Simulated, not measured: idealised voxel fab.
Module name: voxel transistor to metal (process module)
Cross-section cut spans 155 nm and uses square cells 5 nm in size.
The cross-sections in this document take the form of a grid made of square cells. They are written out as bands, in order from top to bottom. Each band consists of one or more rows of cells.
Per band: top height and bottom height in nm, followed by the left-to-right materials and their widths in nm; "throughout" marks a single material spanning edge to edge, "empty" marks empty space.
Below 0: as-received wafer, all one material; heights counted from there. Lowest band: no bottom, goes on down, written "from 0 down".
So if you see something like "30..40" for the width, read it as the top row of the band sitting at the first number and the bottom row at the second, with every row in between moving by the same amount as the last.
Step marked "nothing different"? Then no cell in the cross-section changed in it.
Entry "Sealed void listing". Content: empty spaces with no open connection to the top, size 8 cells or greater. Each: width x height at distance. Distance: from left edge. Unit: nm.
Read whatever lies past the settings on a step's line as the simulator's own remark about the step.
overlay nm: mask right of planned place by this much (step with mask). Neg. = left.
-- This section lists the process steps that were planned
- 1: RECEIVE, material Si
- 2: OXIDIZE, depth nm 5
- 3: CONFORMAL_DEP, material SiN, thk nm 10
- 4: PATTERN, tone cover, mask id ACTIVE, material resist, width nm 100, thk nm 20, overlay nm 0
- 5: DIRECTIONAL_ETCH, etch materials SiN, depth nm 10
- 6: DIRECTIONAL_ETCH, etch materials SiO2, depth nm 5
- 7: DIRECTIONAL_ETCH, etch materials Si, depth nm 20
- 8: STRIP, etch materials resist
- 9: OXIDIZE, depth nm 5
- 10: FILL_DEP, material SiO2, thk nm 5
- 11: CMP, height nm 10
- 12: SELECTIVE_ETCH, etch materials SiO2, depth nm 10
- 13: STRIP, etch materials SiN
- 14: SELECTIVE_ETCH, etch materials SiO2, depth nm 5
- 15: OXIDIZE, depth nm 5
- 16: DIRECTIONAL_DEP, material polySi, thk nm 20
- 17: DIRECTIONAL_DEP, material SiCN, thk nm 10
- 18: PATTERN, tone cover, mask id GATE, material resist, width nm 20, thk nm 20, overlay nm 0
- 19: DIRECTIONAL_ETCH, etch materials SiCN, depth nm 20
- 20: DIRECTIONAL_ETCH, etch materials polySi, depth nm 30
- 21: STRIP, etch materials resist
- 22: CONFORMAL_DEP, material SiN, thk nm 5
- 23: DIRECTIONAL_ETCH, etch materials SiN, depth nm 5
- 24: DIRECTIONAL_ETCH, etch materials SiO2, depth nm 5
- 25: DIRECTIONAL_ETCH, etch materials Si, depth nm 5
- 26: EPI, material pSi, thk nm 5
- 27: FILL_DEP, material SiO2, thk nm 10
- 28: CMP, height nm 25
- 29: DIRECTIONAL_DEP, material SiO2, thk nm 15
- 30: PATTERN, tone open, mask id CONTACT, material resist, width nm 30, pitch nm 60, thk nm 15, overlay nm 0
- 31: DIRECTIONAL_ETCH, etch materials SiO2, depth nm 50
- 32: STRIP, etch materials resist
- 33: CONFORMAL_DEP, material TiN, thk nm 5
- 34: FILL_DEP, material Ru, thk nm 10
- 35: CMP, height nm 40
- 36: CONFORMAL_DEP, material SiCN, thk nm 5
- 37: DIRECTIONAL_DEP, material SiO2, thk nm 20
- 38: DIRECTIONAL_DEP, material aC, thk nm 10
- 39: PATTERN, tone open, mask id METAL_1, material resist, width nm 20, pitch nm 70, thk nm 25, overlay nm 0
- 40: DIRECTIONAL_ETCH, etch materials aC, depth nm 10
- 41: STRIP, etch materials resist
- 42: DIRECTIONAL_ETCH, etch materials SiO2, depth nm 20
- 43: DIRECTIONAL_ETCH, etch materials SiCN, depth nm 5
- 44: STRIP, etch materials aC
- 45: CONFORMAL_DEP, material TiN, thk nm 5
- 46: FILL_DEP, material Ru, thk nm 10
- 47: CMP, height nm 65
- 48: EPI, material Ru, thk nm 5
- 49: FILL_DEP, material SiCN, thk nm 5
- 50: DIRECTIONAL_DEP, material lowk, thk nm 30
- 51: MASKED_ETCH, tone open, mask id METAL_2, width nm 20, pitch nm 70, etch materials lowk, depth nm 15, overlay nm 0
- 52: MASKED_ETCH, tone open, mask id METAL_2_HOLES, width nm 15, pitch nm 70, etch materials lowk, depth nm 15, overlay nm 0
- 53: MASKED_ETCH, tone open, mask id METAL_2_HOLES, width nm 15, pitch nm 70, etch materials SiCN, depth nm 5, overlay nm 0
- 54: CONFORMAL_DEP, material TiN, thk nm 5
- 55: FILL_DEP, material Ru, thk nm 10
- 56: CMP, height nm 105
- 57: CONFORMAL_DEP, material SiN, thk nm 5
-- Cross-section of the wafer at receipt, which is the condition after step 1
- from 0 down = Si throughout
- Sealed void listing: none
-- The first of the two wafers as seen in cross-section once the module was finished; processing followed the plan
- from 110 to 105 = SiN throughout
- from 105 to 95 = 30 nm lowk | 5 nm TiN | 10 nm Ru | 5 nm TiN | 50 nm lowk | 5 nm TiN | 10 nm Ru | 5 nm TiN | 35 nm lowk
- from 95 to 90 = 30 nm lowk | 5 nm TiN | 5 nm Ru | 10 nm TiN | 50 nm lowk | 5 nm TiN | 5 nm Ru | 10 nm TiN | 35 nm lowk
- from 90 to 75 = 30 nm lowk | 5 nm TiN | 5 nm Ru | 5 nm TiN | 55 nm lowk | 5 nm TiN | 5 nm Ru | 5 nm TiN | 40 nm lowk
- from 75 to 70 = 30 nm SiCN | 15 nm TiN | 55 nm SiCN | 15 nm TiN | 40 nm SiCN
- from 70 to 65 = 25 nm SiCN | 30 nm Ru | 40 nm SiCN | 30 nm Ru | 30 nm SiCN
- from 65 to 45 = 30 nm SiO2 | 5 nm TiN | 10 nm Ru | 5 nm TiN | 50 nm SiO2 | 5 nm TiN | 10 nm Ru | 5 nm TiN | 35 nm SiO2
- from 45 to 40 = 30 nm SiCN | 20 nm TiN | 50 nm SiCN | 20 nm TiN | 35 nm SiCN
- from 40 to 25 = 30 nm SiO2 | 5 nm TiN | 20 nm Ru | 5 nm TiN | 30 nm SiO2 | 5 nm TiN | 20 nm Ru | 5 nm TiN | 35 nm SiO2
- from 25 to 15 = 30 nm SiO2 | 5 nm TiN | 20 nm Ru | 5 nm TiN | 5 nm SiN | 20 nm SiCN | 5 nm SiN | 5 nm TiN | 20 nm Ru | 5 nm TiN | 35 nm SiO2
- from 15 to 0 = 30 nm SiO2 | 5 nm TiN | 20 nm Ru | 5 nm TiN | 5 nm SiN | 20 nm polySi | 5 nm SiN | 5 nm TiN | 20 nm Ru | 5 nm TiN | 35 nm SiO2
- from 0 to -5 = 30 nm SiO2 | 5 nm TiN | 15 nm Ru | 10 nm TiN | 5 nm SiN | 20 nm polySi | 5 nm SiN | 10 nm TiN | 15 nm Ru | 5 nm TiN | 35 nm SiO2
- from -5 to -10 = 30 nm SiO2 | 25 nm TiN | 5 nm pSi | 30 nm SiO2 | 5 nm pSi | 25 nm TiN | 35 nm SiO2
- from -10 to -15 = 30 nm SiO2 | 30 nm pSi | 30 nm Si | 30 nm pSi | 35 nm SiO2
- from -15 to -30 = 30 nm SiO2 | 90 nm Si | 35 nm SiO2
- from -30 down = Si throughout
- Sealed void listing: none
-- Same start, same plan as the first wafer - but one mistake in the run. Cross-section of the second of the two at the end of the module
- from 110 to 105 = SiN throughout
- from 105 to 95 = 30 nm lowk | 5 nm TiN | 10 nm Ru | 5 nm TiN | 50 nm lowk | 5 nm TiN | 10 nm Ru | 5 nm TiN | 35 nm lowk
- from 95 to 90 = 30 nm lowk | 5 nm TiN | 5 nm Ru | 10 nm TiN | 50 nm lowk | 5 nm TiN | 5 nm Ru | 10 nm TiN | 35 nm lowk
- from 90 to 75 = 30 nm lowk | 5 nm TiN | 5 nm Ru | 5 nm TiN | 55 nm lowk | 5 nm TiN | 5 nm Ru | 5 nm TiN | 40 nm lowk
- from 75 to 70 = 30 nm SiCN | 15 nm TiN | 55 nm SiCN | 15 nm TiN | 40 nm SiCN
- from 70 to 65 = 30 nm SiCN | 20 nm Ru | 50 nm SiCN | 20 nm Ru | 35 nm SiCN
- from 65 to 45 = 30 nm SiO2 | 5 nm polySi | 10 nm Ru | 5 nm polySi | 50 nm SiO2 | 5 nm polySi | 10 nm Ru | 5 nm polySi | 35 nm SiO2
- from 45 to 40 = 30 nm SiCN | 20 nm polySi | 50 nm SiCN | 20 nm polySi | 35 nm SiCN
- from 40 to 25 = 30 nm SiO2 | 5 nm TiN | 20 nm Ru | 5 nm TiN | 30 nm SiO2 | 5 nm TiN | 20 nm Ru | 5 nm TiN | 35 nm SiO2
- from 25 to 15 = 30 nm SiO2 | 5 nm TiN | 20 nm Ru | 5 nm TiN | 5 nm SiN | 20 nm SiCN | 5 nm SiN | 5 nm TiN | 20 nm Ru | 5 nm TiN | 35 nm SiO2
- from 15 to 0 = 30 nm SiO2 | 5 nm TiN | 20 nm Ru | 5 nm TiN | 5 nm SiN | 20 nm polySi | 5 nm SiN | 5 nm TiN | 20 nm Ru | 5 nm TiN | 35 nm SiO2
- from 0 to -5 = 30 nm SiO2 | 5 nm TiN | 15 nm Ru | 10 nm TiN | 5 nm SiN | 20 nm polySi | 5 nm SiN | 10 nm TiN | 15 nm Ru | 5 nm TiN | 35 nm SiO2
- from -5 to -10 = 30 nm SiO2 | 25 nm TiN | 5 nm pSi | 30 nm SiO2 | 5 nm pSi | 25 nm TiN | 35 nm SiO2
- from -10 to -15 = 30 nm SiO2 | 30 nm pSi | 30 nm Si | 30 nm pSi | 35 nm SiO2
- from -15 to -30 = 30 nm SiO2 | 90 nm Si | 35 nm SiO2
- from -30 down = Si throughout
- Sealed void listing: none
Processing error: step 45 ran with different settings than intended, the actual operation and settings being CONFORMAL_DEP, material polySi, thk nm 5
End check, counted in cells, second wafer has more or fewer of these materials than the first: Ru -4 | SiCN +4 | TiN -24 | polySi +24
